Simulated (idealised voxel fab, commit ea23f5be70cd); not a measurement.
The process module that follows is named voxel released beams.
The width of the displayed cross-section, cut, is 285 nm; its cells are square, with a size of 5 nm.
When this document writes out a cross-section, it uses a grid of square cells and lists it as bands, beginning at the top and moving down, with a band standing for one or more rows of cells.
A band entry consists of two parts. The first gives the height of the band's top and the height of its bottom, in nm. The rest lists the band's materials from left to right, each with its width in nm. A single material labelled with the word "everywhere" fills the band from edge to edge, and the word "blank" marks empty space.
Heights from 0 (as-received wafer is one material below). Bottom band endless downward, as "z 0 and below".
Read "30 to 40" as a graded width: first number on top, second number at the bottom, same change between each pair of neighbouring rows.
Step marked "no change occurred"? Then no cell in the cross-section changed in it.
Enclosed voids (no open way to top), threshold 8 cells or more, entry "Closed void roster", notation width x height at distance, distance from left edge, nm.
after a step's settings: what the simulator itself notes on the step
For masked steps, "overlay nm" on the step line gives how far right of plan the mask actually lay; a minus sign means it lay to the left.
## So here's the lineup of process steps we planned
1 RECEIVE (material Si)
2 CONFORMAL_DEP (material Al2O3; thk nm 5)
3 DIRECTIONAL_DEP (material SiO2; thk nm 20)
4 PATTERN (tone open; mask id ANCHOR; material resist; width nm 35; thk nm 20; overlay nm 0)
5 DIRECTIONAL_ETCH (etch materials SiO2; depth nm 20)
6 STRIP (etch materials resist)
7 CONFORMAL_DEP (material SiN; thk nm 15)
8 MASKED_ETCH (tone cover; mask id BEAM; width nm 85; etch materials SiN; depth nm 15; overlay nm 0)
9 STRIP (etch materials SiO2)
## Wafer cross-section on receipt, i.e. after step 1
> z 0 and below: Si everywhere
> Closed void roster: none
## First of two wafers at the end of the module, shown in cross-section; run carried out as planned
> z 40 to 25: blank: 95 / SiN: 20 / blank: 5 / SiN: 60 / blank: 105
> z 25 to 20: blank: 100 / SiN: 15 / blank: 5 / SiN: 15 / blank: 150
> z 20 to 5: blank: 100 / SiN: 35 / blank: 150
> z 5 to 0: Al2O3 everywhere
> z 0 and below: Si everywhere
> Closed void roster: none
## Presented here is a cross-section of the second of the two wafers as it stood at the end of the module. It was started in the same manner and assigned the same plan as the first wafer; however, one mistake was made in its execution
> z 15 to 0: blank: 95 / SiN: 85 / blank: 105
> z 0 and below: Si everywhere
> Closed void roster: none
Diagnosis: the process deviated at step 6: the operation and settings actually run there were STRIP (etch materials Al2O3)
Wrapping up, a cell-based count of both wafers puts the second over or under the first for these materials: -57 Al2O3, -24 SiN
